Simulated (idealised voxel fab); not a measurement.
Process module heading - voxel self aligned contacts
Shown is cross-section cut, with a width of 300 nm and square cells of size 5 nm.
Cross-section = grid of square cells, listed top down in bands; band = one or more rows. Heights first: top, then bottom, in nm. Then materials, left to right, each with a width in nm. "throughout" on a single material: fills the band edge to edge. "blank": empty space. Heights from 0 (as-received wafer is one material below). Bottom band endless downward, as "top 0, no bottom". A width such as "30->40" changes by the same amount from each row of cells to the next, from the band's top row to its bottom row. "all unchanged" for a step: no cell of the cross-section changed in that step. In "Sealed internal cavities" the enclosed voids are listed, meaning empty spaces of 8 cells or larger without any opening to the top. The form is width x height at distance, distance from the left edge, units nm. Formally, on a step line, whatever follows the settings is a remark that the simulator itself makes on the step. The optional step-line setting "overlay nm" applies to steps with a mask and quantifies how far to the right of its planned location the mask lay, a negative value indicating leftward placement.

[Set out below are the planned steps of the process]
| 1 | RECEIVE [material Si] |
| 2 | OXIDIZE [depth nm 5] |
| 3 | DIRECTIONAL_DEP [material polySi] [thk nm 30] |
| 4 | DIRECTIONAL_DEP [material SiN] [thk nm 20] |
| 5 | DIRECTIONAL_DEP [material aC] [thk nm 10] |
| 6 | PATTERN [tone cover] [mask id GATE] [material resist] [width nm 25] [pitch nm 50] [thk nm 25] [overlay nm 0] |
| 7 | DIRECTIONAL_ETCH [etch materials aC] [depth nm 10] |
| 8 | STRIP [etch materials resist] |
| 9 | DIRECTIONAL_ETCH [etch materials SiN] [depth nm 20] |
| 10 | DIRECTIONAL_ETCH [etch materials polySi] [depth nm 30] |
| 11 | STRIP [etch materials aC] |
| 12 | CONFORMAL_DEP [material SiN] [thk nm 5] |
| 13 | DIRECTIONAL_ETCH [etch materials SiN] [depth nm 5] |
| 14 | FILL_DEP [material SiO2] [thk nm 10] |
| 15 | CMP [height nm 55] |
| 16 | PATTERN [tone open] [mask id CONTACT] [material resist] [width nm 35] [pitch nm 50] [thk nm 15] [overlay nm 0] |
| 17 | DIRECTIONAL_ETCH [etch materials SiO2] [depth nm 60] |
| 18 | STRIP [etch materials resist] |
| 19 | CONFORMAL_DEP [material TiN] [thk nm 5] |
| 20 | FILL_DEP [material W] [thk nm 5] |
| 21 | CMP [height nm 55] |
| 22 | CONFORMAL_DEP [material SiCN] [thk nm 5] |

[The cross-section here shows the wafer as received, i.e. in its state after step 1]
* top 0, no bottom  Si throughout
* Sealed internal cavities: none

[Starting structure and process plan are as shown above, but one mistake was made in running the module; the wafer cross-section at the end of the module follows]
* top 60, bottom 55  SiCN throughout
* top 55, bottom 50  95 of SiO2 | 25 of TiN | 5 of W | 5 of TiN | 15 of SiO2 | 25 of TiN | 5 of W | 5 of TiN | 120 of SiO2
* top 50, bottom 30  80 of SiO2 | 35 of SiN | 5 of TiN | 5 of W | 5 of TiN | 35 of SiN | 5 of TiN | 5 of W | 5 of TiN | 35 of SiN | 85 of SiO2
* top 30, bottom 0  80 of SiO2 | 5 of SiN | 25 of polySi | 5 of SiN | 5 of TiN | 5 of W | 5 of TiN | 5 of SiN | 25 of polySi | 5 of SiN | 5 of TiN | 5 of W | 5 of TiN | 5 of SiN | 25 of polySi | 5 of SiN | 85 of SiO2
* top 0, bottom -5  115 of SiO2 | 15 of TiN | 35 of SiO2 | 15 of TiN | 120 of SiO2
* top -5, no bottom  Si throughout
* Sealed internal cavities: none
Where did the run depart from the plan? so step 16 ended up running with a different setting than we planned, it ran as PATTERN [tone open] [mask id CONTACT] [material resist] [width nm 35] [pitch nm 50] [thk nm 15] [overlay nm -10]
